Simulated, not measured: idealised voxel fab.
process module | voxel wiring stack
cross-section cut | 265 nm wide | cells 5 nm
A cross-section is a grid of square cells, given in bands from the top down. A band is one or more rows of cells.
Each band's line starts with the height of the band's top and of its bottom, in nm. Then come its materials from left to right, each with its width in nm. One material with "throughout" fills the band from edge to edge. "air" is empty space.
Height 0 is the level under which the wafer as received is all one material. The lowest band goes on downwards, as in "0 down".
A width such as "30 to 40" changes by the same amount from each row of cells to the next, from the band's top row to its bottom row.
"no change" after a step means that no cell of the cross-section changed.
closed voids: empty space of 8 cells or more with no open way to the top, each as width x height at its distance from the left edge, in nm
after a step's settings: what the simulator itself notes on the step
overlay nm, on a step with a mask: how far to the right of its planned place the mask lay; to the left if negative
plan
1 op RECEIVE | material Si
2 op CONFORMAL_DEP | material SiO2 | thk nm 15
3 op CONFORMAL_DEP | material SiN | thk nm 5
4 op DIRECTIONAL_DEP | material lowk | thk nm 15
5 op PATTERN | tone open | mask id METAL_1 | material resist | width nm 25 | pitch nm 45 | thk nm 15 | overlay nm 0
6 op DIRECTIONAL_ETCH | etch materials lowk | depth nm 15
7 op DIRECTIONAL_ETCH | etch materials SiN | depth nm 5
8 op STRIP | etch materials resist
9 op CONFORMAL_DEP | material TiN | thk nm 5
10 op FILL_DEP | material Cu | thk nm 5
11 op CMP | height nm 35
12 op EPI | material Ru | thk nm 5
13 op FILL_DEP | material SiCN | thk nm 5
14 op DIRECTIONAL_DEP | material SiO2 | thk nm 10
15 op MASKED_ETCH | tone open | mask id PLUG_1 | width nm 15 | pitch nm 90 | etch materials SiO2 | depth nm 10 | overlay nm 0
16 op MASKED_ETCH | tone open | mask id PLUG_1 | width nm 15 | pitch nm 90 | etch materials SiCN | depth nm 5 | overlay nm 0
17 op EPI | material Ru | thk nm 10
18 op EPI | material Ru | thk nm 5
19 op CONFORMAL_DEP | material SiN | thk nm 5
20 op DIRECTIONAL_DEP | material SiO2 | thk nm 20
21 op MASKED_ETCH | tone open | mask id METAL_2 | width nm 25 | pitch nm 45 | etch materials SiO2 | depth nm 20 | overlay nm 0
22 op MASKED_ETCH | tone open | mask id METAL_2 | width nm 25 | pitch nm 45 | etch materials SiN | depth nm 5 | overlay nm 0
23 op CONFORMAL_DEP | material TiN | thk nm 5
24 op FILL_DEP | material Cu | thk nm 10
25 op CMP | height nm 80
26 op CONFORMAL_DEP | material SiCN | thk nm 5
27 op DIRECTIONAL_DEP | material SiO2 | thk nm 25
28 op DIRECTIONAL_DEP | material aC | thk nm 10
29 op PATTERN | tone open | mask id METAL_3 | material resist | width nm 25 | pitch nm 45 | thk nm 30 | overlay nm 0
30 op DIRECTIONAL_ETCH | etch materials aC | depth nm 10
31 op STRIP | etch materials resist
32 op DIRECTIONAL_ETCH | etch materials SiO2 | depth nm 15
33 op STRIP | etch materials aC
34 op DIRECTIONAL_DEP | material aC | thk nm 10
35 op PATTERN | tone open | mask id METAL_3_HOLES | material resist | width nm 15 | pitch nm 45 | thk nm 30 | overlay nm 0
36 op DIRECTIONAL_ETCH | etch materials aC | depth nm 10
37 op STRIP | etch materials resist
38 op DIRECTIONAL_ETCH | etch materials SiO2 | depth nm 10
39 op DIRECTIONAL_ETCH | etch materials SiCN | depth nm 5
40 op STRIP | etch materials aC
41 op CONFORMAL_DEP | material TiN | thk nm 5
42 op FILL_DEP | material Cu | thk nm 10
43 op CMP | height nm 110
44 op CONFORMAL_DEP | material SiCN | thk nm 5
45 op DIRECTIONAL_DEP | material SiO2 | thk nm 30
46 op DIRECTIONAL_DEP | material aC | thk nm 10
47 op PATTERN | tone open | mask id METAL_4_HOLES | material resist | width nm 15 | pitch nm 90 | thk nm 25 | overlay nm 0
48 op DIRECTIONAL_ETCH | etch materials aC | depth nm 10
49 op STRIP | etch materials resist
50 op DIRECTIONAL_ETCH | etch materials SiO2 | depth nm 30
51 op STRIP | etch materials aC
52 op MASKED_ETCH | tone open | mask id METAL_4 | width nm 25 | pitch nm 45 | etch materials SiO2 | depth nm 20 | overlay nm 0
53 op MASKED_ETCH | tone open | mask id METAL_4 | width nm 25 | pitch nm 45 | etch materials SiCN | depth nm 5 | overlay nm 0
54 op CONFORMAL_DEP | material TiN | thk nm 5
55 op FILL_DEP | material Ru | thk nm 10
56 op CMP | height nm 145
57 op CONFORMAL_DEP | material SiCN | thk nm 5
first wafer, as planned
as received, after step 1
  0 down: Si throughout
  closed voids: none
after step 2
  15 to 0: SiO2 throughout
  below 0: unchanged
after step 3
  20 to 15: SiN throughout
  below 15: unchanged
after step 4
  35 to 20: lowk throughout
  below 20: unchanged
after step 5
  50 to 35: resist 50 | air 25 | resist 20 | air 25 | resist 20 | air 25 | resist 20 | air 25 | resist 55
  below 35: unchanged
after step 6
  50 to 35: resist 50 | air 25 | resist 20 | air 25 | resist 20 | air 25 | resist 20 | air 25 | resist 55
  35 to 20: lowk 50 | air 25 | lowk 20 | air 25 | lowk 20 | air 25 | lowk 20 | air 25 | lowk 55
  below 20: unchanged
after step 7
  50 to 35: resist 50 | air 25 | resist 20 | air 25 | resist 20 | air 25 | resist 20 | air 25 | resist 55
  35 to 20: lowk 50 | air 25 | lowk 20 | air 25 | lowk 20 | air 25 | lowk 20 | air 25 | lowk 55
  20 to 15: SiN 50 | air 25 | SiN 20 | air 25 | SiN 20 | air 25 | SiN 20 | air 25 | SiN 55
  below 15: unchanged
after step 8
  35 to 20: lowk 50 | air 25 | lowk 20 | air 25 | lowk 20 | air 25 | lowk 20 | air 25 | lowk 55
  below 20: unchanged
after step 9
  40 to 35: TiN 55 | air 15 | TiN 30 | air 15 | TiN 30 | air 15 | TiN 30 | air 15 | TiN 60
  35 to 20: lowk 50 | TiN 5 | air 15 | TiN 5 | lowk 20 | TiN 5 | air 15 | TiN 5 | lowk 20 | TiN 5 | air 15 | TiN 5 | lowk 20 | TiN 5 | air 15 | TiN 5 | lowk 55
  20 to 15: SiN 50 | TiN 25 | SiN 20 | TiN 25 | SiN 20 | TiN 25 | SiN 20 | TiN 25 | SiN 55
  below 15: unchanged
after step 10
  45 to 40: Cu throughout
  40 to 35: TiN 55 | Cu 15 | TiN 30 | Cu 15 | TiN 30 | Cu 15 | TiN 30 | Cu 15 | TiN 60
  35 to 20: lowk 50 | TiN 5 | Cu 15 | TiN 5 | lowk 20 | TiN 5 | Cu 15 | TiN 5 | lowk 20 | TiN 5 | Cu 15 | TiN 5 | lowk 20 | TiN 5 | Cu 15 | TiN 5 | lowk 55
  below 20: unchanged
after step 11
  35 to 20: lowk 50 | TiN 5 | Cu 15 | TiN 5 | lowk 20 | TiN 5 | Cu 15 | TiN 5 | lowk 20 | TiN 5 | Cu 15 | TiN 5 | lowk 20 | TiN 5 | Cu 15 | TiN 5 | lowk 55
  below 20: unchanged
after step 12
  40 to 35: air 45 | Ru 35 | air 10 | Ru 35 | air 10 | Ru 35 | air 10 | Ru 35 | air 50
  below 35: unchanged
after step 13
  45 to 40: SiCN throughout
  40 to 35: SiCN 45 | Ru 35 | SiCN 10 | Ru 35 | SiCN 10 | Ru 35 | SiCN 10 | Ru 35 | SiCN 50
  below 35: unchanged
after step 14
  55 to 45: SiO2 throughout
  below 45: unchanged
after step 15
  55 to 45: SiO2 50 | air 15 | SiO2 75 | air 15 | SiO2 110
  below 45: unchanged
after step 16
  55 to 45: SiO2 50 | air 15 | SiO2 75 | air 15 | SiO2 110
  45 to 40: SiCN 50 | air 15 | SiCN 75 | air 15 | SiCN 110
  below 40: unchanged
after step 17
  55 to 50: SiO2 50 | air 15 | SiO2 75 | air 15 | SiO2 110
  50 to 45: SiO2 50 | Ru 15 | SiO2 75 | Ru 15 | SiO2 110
  45 to 40: SiCN 50 | Ru 15 | SiCN 75 | Ru 15 | SiCN 110
  below 40: unchanged
after step 18
  55 to 45: SiO2 50 | Ru 15 | SiO2 75 | Ru 15 | SiO2 110
  below 45: unchanged
after step 19
  60 to 55: SiN throughout
  below 55: unchanged
after step 20
  80 to 60: SiO2 throughout
  below 60: unchanged
after step 21
  80 to 60: SiO2 50 | air 25 | SiO2 20 | air 25 | SiO2 20 | air 25 | SiO2 20 | air 25 | SiO2 55
  below 60: unchanged
after step 22
  80 to 60: SiO2 50 | air 25 | SiO2 20 | air 25 | SiO2 20 | air 25 | SiO2 20 | air 25 | SiO2 55
  60 to 55: SiN 50 | air 25 | SiN 20 | air 25 | SiN 20 | air 25 | SiN 20 | air 25 | SiN 55
  below 55: unchanged
after step 23
  85 to 80: TiN 55 | air 15 | TiN 30 | air 15 | TiN 30 | air 15 | TiN 30 | air 15 | TiN 60
  80 to 60: SiO2 50 | TiN 5 | air 15 | TiN 5 | SiO2 20 | TiN 5 | air 15 | TiN 5 | SiO2 20 | TiN 5 | air 15 | TiN 5 | SiO2 20 | TiN 5 | air 15 | TiN 5 | SiO2 55
  60 to 55: SiN 50 | TiN 25 | SiN 20 | TiN 25 | SiN 20 | TiN 25 | SiN 20 | TiN 25 | SiN 55
  below 55: unchanged
after step 24
  95 to 85: Cu throughout
  85 to 80: TiN 55 | Cu 15 | TiN 30 | Cu 15 | TiN 30 | Cu 15 | TiN 30 | Cu 15 | TiN 60
  80 to 60: SiO2 50 | TiN 5 | Cu 15 | TiN 5 | SiO2 20 | TiN 5 | Cu 15 | TiN 5 | SiO2 20 | TiN 5 | Cu 15 | TiN 5 | SiO2 20 | TiN 5 | Cu 15 | TiN 5 | SiO2 55
  below 60: unchanged
after step 25
  80 to 60: SiO2 50 | TiN 5 | Cu 15 | TiN 5 | SiO2 20 | TiN 5 | Cu 15 | TiN 5 | SiO2 20 | TiN 5 | Cu 15 | TiN 5 | SiO2 20 | TiN 5 | Cu 15 | TiN 5 | SiO2 55
  below 60: unchanged
after step 26
  85 to 80: SiCN throughout
  below 80: unchanged
after step 27
  110 to 85: SiO2 throughout
  below 85: unchanged
after step 28
  120 to 110: aC throughout
  below 110: unchanged
after step 29
  150 to 120: resist 50 | air 25 | resist 20 | air 25 | resist 20 | air 25 | resist 20 | air 25 | resist 55
  below 120: unchanged
after step 30
  140 to 120: resist 50 | air 25 | resist 20 | air 25 | resist 20 | air 25 | resist 20 | air 25 | resist 55
  120 to 110: aC 50 | air 25 | aC 20 | air 25 | aC 20 | air 25 | aC 20 | air 25 | aC 55
  below 110: unchanged
after step 31
  120 to 110: aC 50 | air 25 | aC 20 | air 25 | aC 20 | air 25 | aC 20 | air 25 | aC 55
  below 110: unchanged
after step 32
  120 to 110: aC 50 | air 25 | aC 20 | air 25 | aC 20 | air 25 | aC 20 | air 25 | aC 55
  110 to 95: SiO2 50 | air 25 | SiO2 20 | air 25 | SiO2 20 | air 25 | SiO2 20 | air 25 | SiO2 55
  below 95: unchanged
after step 33
  110 to 95: SiO2 50 | air 25 | SiO2 20 | air 25 | SiO2 20 | air 25 | SiO2 20 | air 25 | SiO2 55
  below 95: unchanged
after step 34
  120 to 110: aC 50 | air 25 | aC 20 | air 25 | aC 20 | air 25 | aC 20 | air 25 | aC 55
  110 to 105: SiO2 50 | air 25 | SiO2 20 | air 25 | SiO2 20 | air 25 | SiO2 20 | air 25 | SiO2 55
  105 to 95: SiO2 50 | aC 25 | SiO2 20 | aC 25 | SiO2 20 | aC 25 | SiO2 20 | aC 25 | SiO2 55
  below 95: unchanged
after step 35
  150 to 120: resist 50 | air 15 | resist 30 | air 15 | resist 30 | air 15 | resist 30 | air 15 | resist 65
  120 to 110: aC 50 | air 15 | resist 10 | aC 20 | air 15 | resist 10 | aC 20 | air 15 | resist 10 | aC 20 | air 15 | resist 10 | aC 55
  110 to 105: SiO2 50 | air 15 | resist 10 | SiO2 20 | air 15 | resist 10 | SiO2 20 | air 15 | resist 10 | SiO2 20 | air 15 | resist 10 | SiO2 55
  below 105: unchanged
after step 36
  140 to 120: resist 50 | air 15 | resist 30 | air 15 | resist 30 | air 15 | resist 30 | air 15 | resist 65
  120 to 110: aC 50 | air 15 | resist 10 | aC 20 | air 15 | resist 10 | aC 20 | air 15 | resist 10 | aC 20 | air 15 | resist 10 | aC 55
  110 to 105: SiO2 50 | air 15 | resist 10 | SiO2 20 | air 15 | resist 10 | SiO2 20 | air 15 | resist 10 | SiO2 20 | air 15 | resist 10 | SiO2 55
  105 to 95: SiO2 50 | air 15 | aC 10 | SiO2 20 | air 15 | aC 10 | SiO2 20 | air 15 | aC 10 | SiO2 20 | air 15 | aC 10 | SiO2 55
  below 95: unchanged
after step 37
  120 to 110: aC 50 | air 25 | aC 20 | air 25 | aC 20 | air 25 | aC 20 | air 25 | aC 55
  110 to 105: SiO2 50 | air 25 | SiO2 20 | air 25 | SiO2 20 | air 25 | SiO2 20 | air 25 | SiO2 55
  below 105: unchanged
after step 38
  120 to 110: aC 50 | air 25 | aC 20 | air 25 | aC 20 | air 25 | aC 20 | air 25 | aC 55
  110 to 105: SiO2 50 | air 25 | SiO2 20 | air 25 | SiO2 20 | air 25 | SiO2 20 | air 25 | SiO2 55
  105 to 95: SiO2 50 | air 15 | aC 10 | SiO2 20 | air 15 | aC 10 | SiO2 20 | air 15 | aC 10 | SiO2 20 | air 15 | aC 10 | SiO2 55
  95 to 85: SiO2 50 | air 15 | SiO2 30 | air 15 | SiO2 30 | air 15 | SiO2 30 | air 15 | SiO2 65
  below 85: unchanged
after step 39
  120 to 110: aC 50 | air 25 | aC 20 | air 25 | aC 20 | air 25 | aC 20 | air 25 | aC 55
  110 to 105: SiO2 50 | air 25 | SiO2 20 | air 25 | SiO2 20 | air 25 | SiO2 20 | air 25 | SiO2 55
  105 to 95: SiO2 50 | air 15 | aC 10 | SiO2 20 | air 15 | aC 10 | SiO2 20 | air 15 | aC 10 | SiO2 20 | air 15 | aC 10 | SiO2 55
  95 to 85: SiO2 50 | air 15 | SiO2 30 | air 15 | SiO2 30 | air 15 | SiO2 30 | air 15 | SiO2 65
  85 to 80: SiCN 50 | air 15 | SiCN 30 | air 15 | SiCN 30 | air 15 | SiCN 30 | air 15 | SiCN 65
  below 80: unchanged
after step 40
  110 to 95: SiO2 50 | air 25 | SiO2 20 | air 25 | SiO2 20 | air 25 | SiO2 20 | air 25 | SiO2 55
  below 95: unchanged
after step 41
  115 to 110: TiN 55 | air 15 | TiN 30 | air 15 | TiN 30 | air 15 | TiN 30 | air 15 | TiN 60
  110 to 100: SiO2 50 | TiN 5 | air 15 | TiN 5 | SiO2 20 | TiN 5 | air 15 | TiN 5 | SiO2 20 | TiN 5 | air 15 | TiN 5 | SiO2 20 | TiN 5 | air 15 | TiN 5 | SiO2 55
  100 to 95: SiO2 50 | TiN 5 | air 5 | TiN 15 | SiO2 20 | TiN 5 | air 5 | TiN 15 | SiO2 20 | TiN 5 | air 5 | TiN 15 | SiO2 20 | TiN 5 | air 5 | TiN 15 | SiO2 55
  95 to 85: SiO2 50 | TiN 5 | air 5 | TiN 5 | SiO2 30 | TiN 5 | air 5 | TiN 5 | SiO2 30 | TiN 5 | air 5 | TiN 5 | SiO2 30 | TiN 5 | air 5 | TiN 5 | SiO2 65
  85 to 80: SiCN 50 | TiN 15 | SiCN 30 | TiN 15 | SiCN 30 | TiN 15 | SiCN 30 | TiN 15 | SiCN 65
  below 80: unchanged
after step 42
  125 to 115: Cu throughout
  115 to 110: TiN 55 | Cu 15 | TiN 30 | Cu 15 | TiN 30 | Cu 15 | TiN 30 | Cu 15 | TiN 60
  110 to 100: SiO2 50 | TiN 5 | Cu 15 | TiN 5 | SiO2 20 | TiN 5 | Cu 15 | TiN 5 | SiO2 20 | TiN 5 | Cu 15 | TiN 5 | SiO2 20 | TiN 5 | Cu 15 | TiN 5 | SiO2 55
  100 to 95: SiO2 50 | TiN 5 | Cu 5 | TiN 15 | SiO2 20 | TiN 5 | Cu 5 | TiN 15 | SiO2 20 | TiN 5 | Cu 5 | TiN 15 | SiO2 20 | TiN 5 | Cu 5 | TiN 15 | SiO2 55
  95 to 85: SiO2 50 | TiN 5 | Cu 5 | TiN 5 | SiO2 30 | TiN 5 | Cu 5 | TiN 5 | SiO2 30 | TiN 5 | Cu 5 | TiN 5 | SiO2 30 | TiN 5 | Cu 5 | TiN 5 | SiO2 65
  below 85: unchanged
after step 43
  110 to 100: SiO2 50 | TiN 5 | Cu 15 | TiN 5 | SiO2 20 | TiN 5 | Cu 15 | TiN 5 | SiO2 20 | TiN 5 | Cu 15 | TiN 5 | SiO2 20 | TiN 5 | Cu 15 | TiN 5 | SiO2 55
  below 100: unchanged
after step 44
  115 to 110: SiCN throughout
  below 110: unchanged
after step 45
  145 to 115: SiO2 throughout
  below 115: unchanged
after step 46
  155 to 145: aC throughout
  below 145: unchanged
after step 47
  180 to 155: resist 50 | air 15 | resist 75 | air 15 | resist 110
  below 155: unchanged
after step 48
  170 to 155: resist 50 | air 15 | resist 75 | air 15 | resist 110
  155 to 145: aC 50 | air 15 | aC 75 | air 15 | aC 110
  below 145: unchanged
after step 49
  155 to 145: aC 50 | air 15 | aC 75 | air 15 | aC 110
  below 145: unchanged
after step 50
  155 to 145: aC 50 | air 15 | aC 75 | air 15 | aC 110
  145 to 115: SiO2 50 | air 15 | SiO2 75 | air 15 | SiO2 110
  below 115: unchanged
after step 51
  145 to 115: SiO2 50 | air 15 | SiO2 75 | air 15 | SiO2 110
  below 115: unchanged
after step 52
  145 to 125: SiO2 50 | air 25 | SiO2 20 | air 25 | SiO2 20 | air 25 | SiO2 20 | air 25 | SiO2 55
  below 125: unchanged
after step 53
  145 to 125: SiO2 50 | air 25 | SiO2 20 | air 25 | SiO2 20 | air 25 | SiO2 20 | air 25 | SiO2 55
  125 to 115: SiO2 50 | air 15 | SiO2 75 | air 15 | SiO2 110
  115 to 110: SiCN 50 | air 15 | SiCN 75 | air 15 | SiCN 110
  below 110: unchanged
after step 54
  150 to 145: TiN 55 | air 15 | TiN 30 | air 15 | TiN 30 | air 15 | TiN 30 | air 15 | TiN 60
  145 to 130: SiO2 50 | TiN 5 | air 15 | TiN 5 | SiO2 20 | TiN 5 | air 15 | TiN 5 | SiO2 20 | TiN 5 | air 15 | TiN 5 | SiO2 20 | TiN 5 | air 15 | TiN 5 | SiO2 55
  130 to 125: SiO2 50 | TiN 5 | air 5 | TiN 15 | SiO2 20 | TiN 25 | SiO2 20 | TiN 5 | air 5 | TiN 15 | SiO2 20 | TiN 25 | SiO2 55
  125 to 115: SiO2 50 | TiN 5 | air 5 | TiN 5 | SiO2 75 | TiN 5 | air 5 | TiN 5 | SiO2 110
  115 to 110: SiCN 50 | TiN 15 | SiCN 75 | TiN 15 | SiCN 110
  below 110: unchanged
after step 55
  160 to 150: Ru throughout
  150 to 145: TiN 55 | Ru 15 | TiN 30 | Ru 15 | TiN 30 | Ru 15 | TiN 30 | Ru 15 | TiN 60
  145 to 130: SiO2 50 | TiN 5 | Ru 15 | TiN 5 | SiO2 20 | TiN 5 | Ru 15 | TiN 5 | SiO2 20 | TiN 5 | Ru 15 | TiN 5 | SiO2 20 | TiN 5 | Ru 15 | TiN 5 | SiO2 55
  130 to 125: SiO2 50 | TiN 5 | Ru 5 | TiN 15 | SiO2 20 | TiN 25 | SiO2 20 | TiN 5 | Ru 5 | TiN 15 | SiO2 20 | TiN 25 | SiO2 55
  125 to 115: SiO2 50 | TiN 5 | Ru 5 | TiN 5 | SiO2 75 | TiN 5 | Ru 5 | TiN 5 | SiO2 110
  below 115: unchanged
after step 56
  145 to 130: SiO2 50 | TiN 5 | Ru 15 | TiN 5 | SiO2 20 | TiN 5 | Ru 15 | TiN 5 | SiO2 20 | TiN 5 | Ru 15 | TiN 5 | SiO2 20 | TiN 5 | Ru 15 | TiN 5 | SiO2 55
  below 130: unchanged
after step 57
  150 to 145: SiCN throughout
  below 145: unchanged
second wafer: like start, like plan, one mistake. Through step 34 it matches the first wafer
when step 35 should have ended
  150 to 120: resist 45 | air 15 | resist 30 | air 15 | resist 30 | air 15 | resist 30 | air 15 | resist 70
  120 to 110: aC 50 | air 10 | resist 15 | aC 20 | air 10 | resist 15 | aC 20 | air 10 | resist 15 | aC 20 | air 10 | resist 15 | aC 55
  110 to 105: SiO2 50 | air 10 | resist 15 | SiO2 20 | air 10 | resist 15 | SiO2 20 | air 10 | resist 15 | SiO2 20 | air 10 | resist 15 | SiO2 55
  below 105: unchanged
when step 36 should have ended
  140 to 120: resist 45 | air 15 | resist 30 | air 15 | resist 30 | air 15 | resist 30 | air 15 | resist 70
  120 to 110: aC 45 | air 15 | resist 15 | aC 15 | air 15 | resist 15 | aC 15 | air 15 | resist 15 | aC 15 | air 15 | resist 15 | aC 55
  110 to 105: SiO2 50 | air 10 | resist 15 | SiO2 20 | air 10 | resist 15 | SiO2 20 | air 10 | resist 15 | SiO2 20 | air 10 | resist 15 | SiO2 55
  105 to 95: SiO2 50 | air 10 | aC 15 | SiO2 20 | air 10 | aC 15 | SiO2 20 | air 10 | aC 15 | SiO2 20 | air 10 | aC 15 | SiO2 55
  below 95: unchanged
when step 37 should have ended
  120 to 110: aC 45 | air 30 | aC 15 | air 30 | aC 15 | air 30 | aC 15 | air 30 | aC 55
  110 to 105: SiO2 50 | air 25 | SiO2 20 | air 25 | SiO2 20 | air 25 | SiO2 20 | air 25 | SiO2 55
  below 105: unchanged
when step 38 should have ended
  120 to 110: aC 45 | air 30 | aC 15 | air 30 | aC 15 | air 30 | aC 15 | air 30 | aC 55
  110 to 105: SiO2 45 | air 30 | SiO2 15 | air 30 | SiO2 15 | air 30 | SiO2 15 | air 30 | SiO2 55
  105 to 95: SiO2 45 to 50 | air 15 to 10 | aC 15 | SiO2 15 to 20 | air 15 to 10 | aC 15 | SiO2 15 to 20 | air 15 to 10 | aC 15 | SiO2 15 to 20 | air 15 to 10 | aC 15 | SiO2 55
  95 to 85: SiO2 50 | air 10 | SiO2 35 | air 10 | SiO2 35 | air 10 | SiO2 35 | air 10 | SiO2 70
  below 85: unchanged
when step 39 should have ended
  120 to 110: aC 45 | air 30 | aC 15 | air 30 | aC 15 | air 30 | aC 15 | air 30 | aC 55
  110 to 105: SiO2 45 | air 30 | SiO2 15 | air 30 | SiO2 15 | air 30 | SiO2 15 | air 30 | SiO2 55
  105 to 95: SiO2 45 to 50 | air 15 to 10 | aC 15 | SiO2 15 to 20 | air 15 to 10 | aC 15 | SiO2 15 to 20 | air 15 to 10 | aC 15 | SiO2 15 to 20 | air 15 to 10 | aC 15 | SiO2 55
  95 to 85: SiO2 50 | air 10 | SiO2 35 | air 10 | SiO2 35 | air 10 | SiO2 35 | air 10 | SiO2 70
  85 to 80: SiCN 50 | air 10 | SiCN 35 | air 10 | SiCN 35 | air 10 | SiCN 35 | air 10 | SiCN 70
  below 80: unchanged
when step 40 should have ended
  110 to 100: SiO2 45 | air 30 | SiO2 15 | air 30 | SiO2 15 | air 30 | SiO2 15 | air 30 | SiO2 55
  100 to 95: SiO2 50 | air 25 | SiO2 20 | air 25 | SiO2 20 | air 25 | SiO2 20 | air 25 | SiO2 55
  below 95: unchanged
when step 41 should have ended
  115 to 110: TiN 50 | air 20 | TiN 25 | air 20 | TiN 25 | air 20 | TiN 25 | air 20 | TiN 60
  110 to 100: SiO2 45 | TiN 5 to 10 | air 20 to 15 | TiN 5 | SiO2 15 | TiN 5 to 10 | air 20 to 15 | TiN 5 | SiO2 15 | TiN 5 to 10 | air 20 to 15 | TiN 5 | SiO2 15 | TiN 5 to 10 | air 20 to 15 | TiN 5 | SiO2 55
  100 to 95: SiO2 50 | TiN 25 | SiO2 20 | TiN 25 | SiO2 20 | TiN 25 | SiO2 20 | TiN 25 | SiO2 55
  95 to 85: SiO2 50 | TiN 10 | SiO2 35 | TiN 10 | SiO2 35 | TiN 10 | SiO2 35 | TiN 10 | SiO2 70
  85 to 80: SiCN 50 | TiN 10 | SiCN 35 | TiN 10 | SiCN 35 | TiN 10 | SiCN 35 | TiN 10 | SiCN 70
  below 80: unchanged
when step 42 should have ended
  125 to 115: Cu throughout
  115 to 110: TiN 50 | Cu 20 | TiN 25 | Cu 20 | TiN 25 | Cu 20 | TiN 25 | Cu 20 | TiN 60
  110 to 100: SiO2 45 | TiN 5 to 10 | Cu 20 to 15 | TiN 5 | SiO2 15 | TiN 5 to 10 | Cu 20 to 15 | TiN 5 | SiO2 15 | TiN 5 to 10 | Cu 20 to 15 | TiN 5 | SiO2 15 | TiN 5 to 10 | Cu 20 to 15 | TiN 5 | SiO2 55
  below 100: unchanged
when step 43 should have ended
  110 to 100: SiO2 45 | TiN 5 to 10 | Cu 20 to 15 | TiN 5 | SiO2 15 | TiN 5 to 10 | Cu 20 to 15 | TiN 5 | SiO2 15 | TiN 5 to 10 | Cu 20 to 15 | TiN 5 | SiO2 15 | TiN 5 to 10 | Cu 20 to 15 | TiN 5 | SiO2 55
  below 100: unchanged
when step 44 should have ended
  115 to 110: SiCN throughout
  below 110: unchanged
when step 45 should have ended
  145 to 115: SiO2 throughout
  below 115: unchanged
when step 46 should have ended
  155 to 145: aC throughout
  below 145: unchanged
when step 47 should have ended
  180 to 155: resist 50 | air 15 | resist 75 | air 15 | resist 110
  below 155: unchanged
when step 48 should have ended
  170 to 155: resist 50 | air 15 | resist 75 | air 15 | resist 110
  155 to 145: aC 50 | air 15 | aC 75 | air 15 | aC 110
  below 145: unchanged
when step 49 should have ended
  155 to 145: aC 50 | air 15 | aC 75 | air 15 | aC 110
  below 145: unchanged
when step 50 should have ended
  155 to 145: aC 50 | air 15 | aC 75 | air 15 | aC 110
  145 to 115: SiO2 50 | air 15 | SiO2 75 | air 15 | SiO2 110
  below 115: unchanged
when step 51 should have ended
  145 to 115: SiO2 50 | air 15 | SiO2 75 | air 15 | SiO2 110
  below 115: unchanged
when step 52 should have ended
  145 to 125: SiO2 50 | air 25 | SiO2 20 | air 25 | SiO2 20 | air 25 | SiO2 20 | air 25 | SiO2 55
  below 125: unchanged
when step 53 should have ended
  145 to 125: SiO2 50 | air 25 | SiO2 20 | air 25 | SiO2 20 | air 25 | SiO2 20 | air 25 | SiO2 55
  125 to 115: SiO2 50 | air 15 | SiO2 75 | air 15 | SiO2 110
  115 to 110: SiCN 50 | air 15 | SiCN 75 | air 15 | SiCN 110
  below 110: unchanged
when step 54 should have ended
  150 to 145: TiN 55 | air 15 | TiN 30 | air 15 | TiN 30 | air 15 | TiN 30 | air 15 | TiN 60
  145 to 130: SiO2 50 | TiN 5 | air 15 | TiN 5 | SiO2 20 | TiN 5 | air 15 | TiN 5 | SiO2 20 | TiN 5 | air 15 | TiN 5 | SiO2 20 | TiN 5 | air 15 | TiN 5 | SiO2 55
  130 to 125: SiO2 50 | TiN 5 | air 5 | TiN 15 | SiO2 20 | TiN 25 | SiO2 20 | TiN 5 | air 5 | TiN 15 | SiO2 20 | TiN 25 | SiO2 55
  125 to 115: SiO2 50 | TiN 5 | air 5 | TiN 5 | SiO2 75 | TiN 5 | air 5 | TiN 5 | SiO2 110
  115 to 110: SiCN 50 | TiN 15 | SiCN 75 | TiN 15 | SiCN 110
  below 110: unchanged
when step 55 should have ended
  160 to 150: Ru throughout
  150 to 145: TiN 55 | Ru 15 | TiN 30 | Ru 15 | TiN 30 | Ru 15 | TiN 30 | Ru 15 | TiN 60
  145 to 130: SiO2 50 | TiN 5 | Ru 15 | TiN 5 | SiO2 20 | TiN 5 | Ru 15 | TiN 5 | SiO2 20 | TiN 5 | Ru 15 | TiN 5 | SiO2 20 | TiN 5 | Ru 15 | TiN 5 | SiO2 55
  130 to 125: SiO2 50 | TiN 5 | Ru 5 | TiN 15 | SiO2 20 | TiN 25 | SiO2 20 | TiN 5 | Ru 5 | TiN 15 | SiO2 20 | TiN 25 | SiO2 55
  125 to 115: SiO2 50 | TiN 5 | Ru 5 | TiN 5 | SiO2 75 | TiN 5 | Ru 5 | TiN 5 | SiO2 110
  below 115: unchanged
when step 56 should have ended
  145 to 130: SiO2 50 | TiN 5 | Ru 15 | TiN 5 | SiO2 20 | TiN 5 | Ru 15 | TiN 5 | SiO2 20 | TiN 5 | Ru 15 | TiN 5 | SiO2 20 | TiN 5 | Ru 15 | TiN 5 | SiO2 55
  below 130: unchanged
when step 57 should have ended
  150 to 145: SiCN throughout
  below 145: unchanged
what went wrong: step 35 ran as: op PATTERN | tone open | mask id METAL_3_HOLES | material resist | width nm 15 | pitch nm 45 | thk nm 30 | overlay nm -5
at the end the second wafer has, in cells: 8 fewer of Cu | 4 more of SiCN | 4 more of TiN
